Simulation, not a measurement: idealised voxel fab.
The following process module bears the name voxel capacitor over wiring.
Pictured: cross-section cut, 255 nm wide, on a grid of 5 nm square cells.
How to read a cross-section here: the picture is a grid of square cells, written as bands going from the top down, and any band can span one or more rows of cells.
Basically the band line says how high the top is and how high the bottom is, in nm, and then what's in it from left to right, every material with its width in nm. Empty space shows up as "air", and if a single material carries "full width" it runs the full band edge to edge.
Counting heights begins at 0, where everything beneath is, in the wafer as received, one material. The lowest band has no bottom; it goes on downwards, as "0 -> down" shows.
It should be noted that a width expressed as "30->40" varies in equal increments from row to row of cells within the band, taking the value of the first number at the top row and that of the second number at the bottom row.
Where a step carries "no alteration", the cross-section came out of it unchanged, cell for cell.
"Enclosed internal cavities": sealed empty spaces, 8 cells or more, no open way to top, listed width x height at distance, with distance from the left edge and width, height and distance in nm.
Text after the settings on a step's line: the simulator's own remark on that step.
overlay nm: mask right of planned place by this much (step with mask). Neg. = left.
The following list gives the planned process steps
1 RECEIVE [material Si]
2 CONFORMAL_DEP [material SiO2] [thk nm 15]
3 DIRECTIONAL_DEP [material TiN] [thk nm 5]
4 DIRECTIONAL_DEP [material Ru] [thk nm 15]
5 PATTERN [tone cover] [mask id METAL_1] [material resist] [width nm 30] [pitch nm 95] [thk nm 15] [overlay nm 0]
6 DIRECTIONAL_ETCH [etch materials Ru] [depth nm 15]
7 DIRECTIONAL_ETCH [etch materials TiN] [depth nm 5]
8 STRIP [etch materials resist]
9 FILL_DEP [material lowk] [thk nm 5]
10 CMP [height nm 35]
11 CONFORMAL_DEP [material SiCN] [thk nm 5]
12 DIRECTIONAL_DEP [material SiO2] [thk nm 10]
13 MASKED_ETCH [tone open] [mask id PLUG_1] [width nm 15] [etch materials SiO2] [depth nm 10] [overlay nm 0]
14 MASKED_ETCH [tone open] [mask id PLUG_1] [width nm 15] [etch materials SiCN] [depth nm 5] [overlay nm 0]
15 EPI [material Ru] [thk nm 10]
16 EPI [material Ru] [thk nm 5]
17 DIRECTIONAL_DEP [material TiN] [thk nm 5]
18 DIRECTIONAL_DEP [material HfO2] [thk nm 5]
19 DIRECTIONAL_DEP [material TiN] [thk nm 5]
20 DIRECTIONAL_DEP [material aC] [thk nm 10]
21 PATTERN [tone cover] [mask id UPPER_PLATE] [material resist] [width nm 70] [thk nm 25] [overlay nm 0]
22 DIRECTIONAL_ETCH [etch materials aC] [depth nm 10]
23 STRIP [etch materials resist]
24 DIRECTIONAL_ETCH [etch materials TiN] [depth nm 5]
25 DIRECTIONAL_ETCH [etch materials HfO2] [depth nm 5]
26 STRIP [etch materials aC]
27 PATTERN [tone cover] [mask id LOWER_PLATE] [material resist] [width nm 80] [thk nm 15] [overlay nm 0]
28 DIRECTIONAL_ETCH [etch materials TiN] [depth nm 5]
29 STRIP [etch materials resist]
30 FILL_DEP [material SiO2] [thk nm 15]
31 CMP [height nm 75]
32 PATTERN [tone open] [mask id PLUG_2] [material resist] [width nm 15] [thk nm 15] [overlay nm 0]
33 DIRECTIONAL_ETCH [etch materials SiO2] [depth nm 10]
34 STRIP [etch materials resist]
35 CONFORMAL_DEP [material TiN] [thk nm 5]
36 FILL_DEP [material Cu] [thk nm 10]
37 CMP [height nm 75]
38 CONFORMAL_DEP [material SiCN] [thk nm 5]
Account of the first of two wafers, which was processed as intended
Delivered wafer in cross-section: state after step 1
- 0 -> down = Si full width
- Enclosed internal cavities: none
Upon completion of step 2, the wafer appears in cross-section as shown
- 15 -> 0 = SiO2 full width
- Unchanged below 0.
Upon completion of step 3, the wafer appears in cross-section as shown
- 20 -> 15 = TiN full width
- Unchanged below 15.
Upon completion of step 4, the wafer appears in cross-section as shown
- 35 -> 20 = Ru full width
- Unchanged below 20.
Upon completion of step 5, the wafer appears in cross-section as shown
- 50 -> 35 = 65 nm air, then 30 nm resist, then 65 nm air, then 30 nm resist, then 65 nm air
- Unchanged below 35.
Upon completion of step 6, the wafer appears in cross-section as shown
- 50 -> 35 = 65 nm air, then 30 nm resist, then 65 nm air, then 30 nm resist, then 65 nm air
- 35 -> 20 = 65 nm air, then 30 nm Ru, then 65 nm air, then 30 nm Ru, then 65 nm air
- Unchanged below 20.
Upon completion of step 7, the wafer appears in cross-section as shown
- 50 -> 35 = 65 nm air, then 30 nm resist, then 65 nm air, then 30 nm resist, then 65 nm air
- 35 -> 20 = 65 nm air, then 30 nm Ru, then 65 nm air, then 30 nm Ru, then 65 nm air
- 20 -> 15 = 65 nm air, then 30 nm TiN, then 65 nm air, then 30 nm TiN, then 65 nm air
- Unchanged below 15.
Upon completion of step 8, the wafer appears in cross-section as shown
- 35 -> 20 = 65 nm air, then 30 nm Ru, then 65 nm air, then 30 nm Ru, then 65 nm air
- Unchanged below 20.
Upon completion of step 9, the wafer appears in cross-section as shown
- 40 -> 35 = lowk full width
- 35 -> 20 = 65 nm lowk, then 30 nm Ru, then 65 nm lowk, then 30 nm Ru, then 65 nm lowk
- 20 -> 15 = 65 nm lowk, then 30 nm TiN, then 65 nm lowk, then 30 nm TiN, then 65 nm lowk
- Unchanged below 15.
Upon completion of step 10, the wafer appears in cross-section as shown
- 35 -> 20 = 65 nm lowk, then 30 nm Ru, then 65 nm lowk, then 30 nm Ru, then 65 nm lowk
- Unchanged below 20.
Upon completion of step 11, the wafer appears in cross-section as shown
- 40 -> 35 = SiCN full width
- Unchanged below 35.
Upon completion of step 12, the wafer appears in cross-section as shown
- 50 -> 40 = SiO2 full width
- Unchanged below 40.
Upon completion of step 13, the wafer appears in cross-section as shown
- 50 -> 40 = 80 nm SiO2, then 15 nm air, then 160 nm SiO2
- Unchanged below 40.
Upon completion of step 14, the wafer appears in cross-section as shown
- 50 -> 40 = 80 nm SiO2, then 15 nm air, then 160 nm SiO2
- 40 -> 35 = 80 nm SiCN, then 15 nm air, then 160 nm SiCN
- Unchanged below 35.
Upon completion of step 15, the wafer appears in cross-section as shown
- 50 -> 45 = 80 nm SiO2, then 15 nm air, then 160 nm SiO2
- 45 -> 40 = 80 nm SiO2, then 15 nm Ru, then 160 nm SiO2
- 40 -> 35 = 80 nm SiCN, then 15 nm Ru, then 160 nm SiCN
- Unchanged below 35.
Upon completion of step 16, the wafer appears in cross-section as shown
- 50 -> 40 = 80 nm SiO2, then 15 nm Ru, then 160 nm SiO2
- Unchanged below 40.
Upon completion of step 17, the wafer appears in cross-section as shown
- 55 -> 50 = TiN full width
- Unchanged below 50.
Upon completion of step 18, the wafer appears in cross-section as shown
- 60 -> 55 = HfO2 full width
- Unchanged below 55.
Upon completion of step 19, the wafer appears in cross-section as shown
- 65 -> 60 = TiN full width
- Unchanged below 60.
Upon completion of step 20, the wafer appears in cross-section as shown
- 75 -> 65 = aC full width
- Unchanged below 65.
Upon completion of step 21, the wafer appears in cross-section as shown
- 100 -> 75 = 80 nm air, then 70 nm resist, then 105 nm air
- Unchanged below 75.
Upon completion of step 22, the wafer appears in cross-section as shown
- 90 -> 75 = 80 nm air, then 70 nm resist, then 105 nm air
- 75 -> 65 = 80 nm air, then 70 nm aC, then 105 nm air
- Unchanged below 65.
Upon completion of step 23, the wafer appears in cross-section as shown
- 75 -> 65 = 80 nm air, then 70 nm aC, then 105 nm air
- Unchanged below 65.
Upon completion of step 24, the wafer appears in cross-section as shown
- 75 -> 65 = 80 nm air, then 70 nm aC, then 105 nm air
- 65 -> 60 = 80 nm air, then 70 nm TiN, then 105 nm air
- Unchanged below 60.
Upon completion of step 25, the wafer appears in cross-section as shown
- 75 -> 65 = 80 nm air, then 70 nm aC, then 105 nm air
- 65 -> 60 = 80 nm air, then 70 nm TiN, then 105 nm air
- 60 -> 55 = 80 nm air, then 70 nm HfO2, then 105 nm air
- Unchanged below 55.
Upon completion of step 26, the wafer appears in cross-section as shown
- 65 -> 60 = 80 nm air, then 70 nm TiN, then 105 nm air
- Unchanged below 60.
Upon completion of step 27, the wafer appears in cross-section as shown
- 80 -> 65 = 75 nm air, then 80 nm resist, then 100 nm air
- 65 -> 60 = 75 nm air, then 5 nm resist, then 70 nm TiN, then 5 nm resist, then 100 nm air
- 60 -> 55 = 75 nm air, then 5 nm resist, then 70 nm HfO2, then 5 nm resist, then 100 nm air
- Unchanged below 55.
Upon completion of step 28, the wafer appears in cross-section as shown
- 80 -> 65 = 75 nm air, then 80 nm resist, then 100 nm air
- 65 -> 60 = 75 nm air, then 5 nm resist, then 70 nm TiN, then 5 nm resist, then 100 nm air
- 60 -> 55 = 75 nm air, then 5 nm resist, then 70 nm HfO2, then 5 nm resist, then 100 nm air
- 55 -> 50 = 75 nm air, then 80 nm TiN, then 100 nm air
- Unchanged below 50.
Upon completion of step 29, the wafer appears in cross-section as shown
- 65 -> 60 = 80 nm air, then 70 nm TiN, then 105 nm air
- 60 -> 55 = 80 nm air, then 70 nm HfO2, then 105 nm air
- Unchanged below 55.
Upon completion of step 30, the wafer appears in cross-section as shown
- 80 -> 65 = SiO2 full width
- 65 -> 60 = 80 nm SiO2, then 70 nm TiN, then 105 nm SiO2
- 60 -> 55 = 80 nm SiO2, then 70 nm HfO2, then 105 nm SiO2
- 55 -> 50 = 75 nm SiO2, then 80 nm TiN, then 100 nm SiO2
- Unchanged below 50.
Upon completion of step 31, the wafer appears in cross-section as shown
- 75 -> 65 = SiO2 full width
- Unchanged below 65.
Upon completion of step 32, the wafer appears in cross-section as shown
- 90 -> 75 = 90 nm resist, then 15 nm air, then 150 nm resist
- Unchanged below 75.
Upon completion of step 33, the wafer appears in cross-section as shown
- 90 -> 75 = 90 nm resist, then 15 nm air, then 150 nm resist
- 75 -> 65 = 90 nm SiO2, then 15 nm air, then 150 nm SiO2
- Unchanged below 65.
Upon completion of step 34, the wafer appears in cross-section as shown
- 75 -> 65 = 90 nm SiO2, then 15 nm air, then 150 nm SiO2
- Unchanged below 65.
Upon completion of step 35, the wafer appears in cross-section as shown
- 80 -> 75 = 95 nm TiN, then 5 nm air, then 155 nm TiN
- 75 -> 70 = 90 nm SiO2, then 5 nm TiN, then 5 nm air, then 5 nm TiN, then 150 nm SiO2
- 70 -> 60 = 90->80 nm SiO2, then 15->70 nm TiN, then 150->105 nm SiO2
- Unchanged below 60.
Upon completion of step 36, the wafer appears in cross-section as shown
- 90 -> 80 = Cu full width
- 80 -> 75 = 95 nm TiN, then 5 nm Cu, then 155 nm TiN
- 75 -> 70 = 90 nm SiO2, then 5 nm TiN, then 5 nm Cu, then 5 nm TiN, then 150 nm SiO2
- Unchanged below 70.
Upon completion of step 37, the wafer appears in cross-section as shown
- 75 -> 70 = 90 nm SiO2, then 5 nm TiN, then 5 nm Cu, then 5 nm TiN, then 150 nm SiO2
- Unchanged below 70.
Upon completion of step 38, the wafer appears in cross-section as shown
- 80 -> 75 = SiCN full width
- Unchanged below 75.
The second wafer was prepared from the same starting point and under the same plan as the first; its processing contained one mistake, and it remains indistinguishable from the first wafer up to and including step 20
What the second wafer looks like in cross-section when step 21 should have wrapped up
- 100 -> 75 = 80 nm resist, then 70 nm air, then 105 nm resist
- Unchanged below 75.
What the second wafer looks like in cross-section when step 22 should have wrapped up
- 90 -> 75 = 80 nm resist, then 70 nm air, then 105 nm resist
- 75 -> 65 = 80 nm aC, then 70 nm air, then 105 nm aC
- Unchanged below 65.
What the second wafer looks like in cross-section when step 23 should have wrapped up
- 75 -> 65 = 80 nm aC, then 70 nm air, then 105 nm aC
- Unchanged below 65.
What the second wafer looks like in cross-section when step 24 should have wrapped up
- 75 -> 65 = 80 nm aC, then 70 nm air, then 105 nm aC
- 65 -> 60 = 80 nm TiN, then 70 nm air, then 105 nm TiN
- Unchanged below 60.
What the second wafer looks like in cross-section when step 25 should have wrapped up
- 75 -> 65 = 80 nm aC, then 70 nm air, then 105 nm aC
- 65 -> 60 = 80 nm TiN, then 70 nm air, then 105 nm TiN
- 60 -> 55 = 80 nm HfO2, then 70 nm air, then 105 nm HfO2
- Unchanged below 55.
What the second wafer looks like in cross-section when step 26 should have wrapped up
- 65 -> 60 = 80 nm TiN, then 70 nm air, then 105 nm TiN
- Unchanged below 60.
What the second wafer looks like in cross-section when step 27 should have wrapped up
- 80 -> 65 = 75 nm air, then 80 nm resist, then 100 nm air
- 65 -> 60 = 80 nm TiN, then 70 nm resist, then 105 nm TiN
- 60 -> 55 = 80 nm HfO2, then 70 nm resist, then 105 nm HfO2
- Unchanged below 55.
What the second wafer looks like in cross-section when step 28 should have wrapped up
- 80 -> 65 = 75 nm air, then 80 nm resist, then 100 nm air
- 65 -> 60 = 75 nm air, then 5 nm TiN, then 70 nm resist, then 5 nm TiN, then 100 nm air
- Unchanged below 60.
What the second wafer looks like in cross-section when step 29 should have wrapped up
- 65 -> 60 = 75 nm air, then 5 nm TiN, then 70 nm air, then 5 nm TiN, then 100 nm air
- 60 -> 55 = 80 nm HfO2, then 70 nm air, then 105 nm HfO2
- Unchanged below 55.
What the second wafer looks like in cross-section when step 30 should have wrapped up
- 80 -> 65 = SiO2 full width
- 65 -> 60 = 75 nm SiO2, then 5 nm TiN, then 70 nm SiO2, then 5 nm TiN, then 100 nm SiO2
- 60 -> 55 = 80 nm HfO2, then 70 nm SiO2, then 105 nm HfO2
- Unchanged below 55.
What the second wafer looks like in cross-section when step 31 should have wrapped up
- 75 -> 65 = SiO2 full width
- Unchanged below 65.
What the second wafer looks like in cross-section when step 32 should have wrapped up
- 90 -> 75 = 90 nm resist, then 15 nm air, then 150 nm resist
- Unchanged below 75.
What the second wafer looks like in cross-section when step 33 should have wrapped up
- 90 -> 75 = 90 nm resist, then 15 nm air, then 150 nm resist
- 75 -> 65 = 90 nm SiO2, then 15 nm air, then 150 nm SiO2
- Unchanged below 65.
What the second wafer looks like in cross-section when step 34 should have wrapped up
- 75 -> 65 = 90 nm SiO2, then 15 nm air, then 150 nm SiO2
- Unchanged below 65.
What the second wafer looks like in cross-section when step 35 should have wrapped up
- 80 -> 75 = 95 nm TiN, then 5 nm air, then 155 nm TiN
- 75 -> 70 = 90 nm SiO2, then 5 nm TiN, then 5 nm air, then 5 nm TiN, then 150 nm SiO2
- 70 -> 65 = 90 nm SiO2, then 15 nm TiN, then 150 nm SiO2
- Unchanged below 65.
What the second wafer looks like in cross-section when step 36 should have wrapped up
- 90 -> 80 = Cu full width
- 80 -> 75 = 95 nm TiN, then 5 nm Cu, then 155 nm TiN
- 75 -> 70 = 90 nm SiO2, then 5 nm TiN, then 5 nm Cu, then 5 nm TiN, then 150 nm SiO2
- Unchanged below 70.
What the second wafer looks like in cross-section when step 37 should have wrapped up
- 75 -> 70 = 90 nm SiO2, then 5 nm TiN, then 5 nm Cu, then 5 nm TiN, then 150 nm SiO2
- Unchanged below 70.
What the second wafer looks like in cross-section when step 38 should have wrapped up
- 80 -> 75 = SiCN full width
- Unchanged below 75.
The plan and the run diverged here: heads up, step 21 didn't go per plan, it actually ran as PATTERN [tone open] [mask id UPPER_PLATE] [material resist] [width nm 70] [thk nm 25] [overlay nm 0]
Count the cells at the end and the second wafer has more or fewer of some materials than the first: 23 more of HfO2, 46 fewer of SiO2, 23 more of TiN
